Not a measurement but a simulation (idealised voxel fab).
Herein follows the process module entitled voxel gate over fins.
For reference, the cross-section in this document is cut, with width 265 nm and square cells of 5 nm.
Cross-sections here: square-cell grids, written as top-down lists of bands, a band being one or more rows of cells.
Band entry format. Leading values: height of top, height of bottom, nm. Remainder: materials in left-to-right order, each with its width in nm. Special words: "everywhere" on a single material, which then fills the band edge to edge; "blank", empty space.
Height is counted from the level 0, under which the received wafer is composed throughout of one material. The lowest of the bands is not closed at the bottom but continues downward, in the notation "top 0, no bottom".
Width: "30->40" (first number = top row, second number = bottom row, same change from row to row of cells).
Key: "changes: none" - step with no changed cell in the cross-section.
In the "Closed void inventory" entry, you get each enclosed empty space of 8 cells or more, one with no open way to the top, written width x height at distance, distance from the left edge, in nm.
The remark found on a step's line after its settings is issued by the simulator itself and pertains to that step.
When a step includes a mask, the "overlay nm" setting on its line states how far to the right of its planned place that mask lay, and negative values state how far to the left.

So here's the lineup of process steps we planned:
1: RECEIVE with material Si
2: CONFORMAL_DEP with material SiN, thk nm 10
3: MASKED_ETCH with tone cover, mask id FINS, width nm 15, pitch nm 45, etch materials SiN, depth nm 10, overlay nm 0
4: MASKED_ETCH with tone cover, mask id FINS, width nm 15, pitch nm 45, etch materials Si, depth nm 30, overlay nm 0
5: OXIDIZE with depth nm 5
6: FILL_DEP with material SiO2, thk nm 5
7: CMP with height nm 10
8: SELECTIVE_ETCH with etch materials SiO2, depth nm 25
9: STRIP with etch materials SiN
10: CONFORMAL_DEP with material HfO2, thk nm 5
11: CONFORMAL_DEP with material TiN, thk nm 5
12: CONFORMAL_DEP with material TiAl, thk nm 5
13: CONFORMAL_DEP with material TiN, thk nm 5
14: FILL_DEP with material W, thk nm 10
15: CMP with height nm 25
16: CONFORMAL_DEP with material SiCN, thk nm 10

So this is the incoming wafer in cross-section - it's already been through step 1:
  top 0, no bottom = Si everywhere
  Closed void inventory: none

End state of the module in cross-section, given the above starting point and plan and one mistake in execution:
  top 35, bottom 25 = SiCN everywhere
  top 25, bottom 20 = W everywhere
  top 20, bottom 15 = W 40, then TiAl 180, then W 45
  top 15, bottom 5 = W 40, then TiAl 5, then TiN 35, then TiAl 10, then TiN 35, then TiAl 10, then TiN 35, then TiAl 10, then TiN 35, then TiAl 5, then W 45
  top 5, bottom 0 = TiAl 45, then TiN 10, then HfO2 15, then TiN 10, then TiAl 10, then TiN 10, then HfO2 15, then TiN 10, then TiAl 10, then TiN 10, then HfO2 15, then TiN 10, then TiAl 10, then TiN 10, then HfO2 15, then TiN 10, then TiAl 50
  top 0, bottom -10 = TiN 55, then HfO2 5, then Si 5, then HfO2 5, then TiN 30, then HfO2 5, then Si 5, then HfO2 5, then TiN 30, then HfO2 5, then Si 5, then HfO2 5, then TiN 30, then HfO2 5, then Si 5, then HfO2 5, then TiN 60
  top -10, bottom -15 = HfO2 60, then Si 5, then HfO2 40, then Si 5, then HfO2 40, then Si 5, then HfO2 40, then Si 5, then HfO2 65
  top -15, bottom -35 = SiO2 60, then Si 5, then SiO2 40, then Si 5, then SiO2 40, then Si 5, then SiO2 40, then Si 5, then SiO2 65
  top -35, no bottom = Si everywhere
  Closed void inventory: none
Heads up, the wafer didn't run the way we planned it: the intended sequence of steps 12 and 13 was reversed during processing, with each occupying the position of the other
